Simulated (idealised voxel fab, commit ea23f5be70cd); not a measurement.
Herein follows the process module entitled voxel released beams.
Square cell edge 5 nm, section width 225 nm, ID cut.
Cross-section = grid of square cells, listed top down in bands; band = one or more rows. Look at the band entry: it leads with the top's height and the bottom's height in nm. Then it lists the materials left to right, with a width in nm for each. The word "full width" on a single material says that material fills the band edge to edge. The word "blank" is empty space. Counting heights begins at 0, where everything beneath is, in the wafer as received, one material. The lowest band has no bottom; it goes on downwards, as "z 0 and below" shows. Width "30..40": first value at the band's top row of cells, second value at its bottom row, equal change from row to row. Where the words "no alterations made" appear for a step, the cross-section shows no cell changed by that step; every cell remained as before. "Closed void catalog" lists enclosed empty spaces (at least 8 cells, no open path upward to the top), each as width x height at distance from the left edge, in nm. after a step's settings: what the simulator itself notes on the step. The "overlay nm" setting may appear on a step's line; for a step that uses a mask, it gives how far to the right of its planned position the mask lay, and a negative value indicates the left.
SET OUT BELOW ARE THE PLANNED STEPS OF THE PROCESS
- 1: op RECEIVE | material Si
- 2: op CONFORMAL_DEP | material Al2O3 | thk nm 10
- 3: op DIRECTIONAL_DEP | material SiO2 | thk nm 15
- 4: op MASKED_ETCH | tone open | mask id ANCHOR | width nm 45 | etch materials SiO2 | depth nm 15 | overlay nm 0
- 5: op CONFORMAL_DEP | material polySi | thk nm 15
- 6: op MASKED_ETCH | tone cover | mask id BEAM | width nm 100 | etch materials polySi | depth nm 15 | overlay nm 0
- 7: op STRIP | etch materials SiO2
FIRST OF TWO WAFERS, WITH THE RUN CARRIED OUT AS PLANNED
SHOWN IN CROSS-SECTION IS THE WAFER AS RECEIVED, THAT IS, AS IT STANDS AFTER STEP 1
- z 0 and below: Si full width
- Closed void catalog: none
AFTER STEP 2, IN CROSS-SECTION
- z 10 to 0: Al2O3 full width
- Rest of section, below 0: as before.
AFTER STEP 3, IN CROSS-SECTION
- z 25 to 10: SiO2 full width
- Rest of section, below 10: as before.
AFTER STEP 4, IN CROSS-SECTION
- z 25 to 10: SiO2 65 nm, blank 45 nm, SiO2 115 nm
- Rest of section, below 10: as before.
AFTER STEP 5, IN CROSS-SECTION
- z 40 to 25: polySi 80 nm, blank 15 nm, polySi 130 nm
- z 25 to 10: SiO2 65 nm, polySi 45 nm, SiO2 115 nm
- Rest of section, below 10: as before.
AFTER STEP 6, IN CROSS-SECTION
- z 40 to 25: blank 60 nm, polySi 20 nm, blank 15 nm, polySi 65 nm, blank 65 nm
- Rest of section, below 25: as before.
AFTER STEP 7, IN CROSS-SECTION
- z 40 to 25: blank 60 nm, polySi 20 nm, blank 15 nm, polySi 65 nm, blank 65 nm
- z 25 to 10: blank 65 nm, polySi 45 nm, blank 115 nm
- Rest of section, below 10: as before.
WAFER TWO. IDENTICAL START, IDENTICAL PLAN. ONE MISTAKE IN EXECUTION. IDENTICAL HISTORY THROUGH STEP 4
PLANNED END OF STEP 5: SECOND WAFER, CROSS-SECTION
- z 30 to 25: polySi 70 nm, blank 35 nm, polySi 120 nm
- z 25 to 15: SiO2 65 nm, polySi 5 nm, blank 35 nm, polySi 5 nm, SiO2 115 nm
- z 15 to 10: SiO2 65 nm, polySi 45 nm, SiO2 115 nm
- Rest of section, below 10: as before.
PLANNED END OF STEP 6: SECOND WAFER, CROSS-SECTION
- z 30 to 25: blank 60 nm, polySi 10 nm, blank 35 nm, polySi 55 nm, blank 65 nm
- Rest of section, below 25: as before.
PLANNED END OF STEP 7: SECOND WAFER, CROSS-SECTION
- z 30 to 25: blank 60 nm, polySi 10 nm, blank 35 nm, polySi 55 nm, blank 65 nm
- z 25 to 15: blank 65 nm, polySi 5 nm, blank 35 nm, polySi 5 nm, blank 115 nm
- z 15 to 10: blank 65 nm, polySi 45 nm, blank 115 nm
- Rest of section, below 10: as before.
What broke from the plan during processing? step 5 ran as: op CONFORMAL_DEP | material polySi | thk nm 5
Final cells, second wafer relative to first, materials higher or lower: 52 fewer of polySi
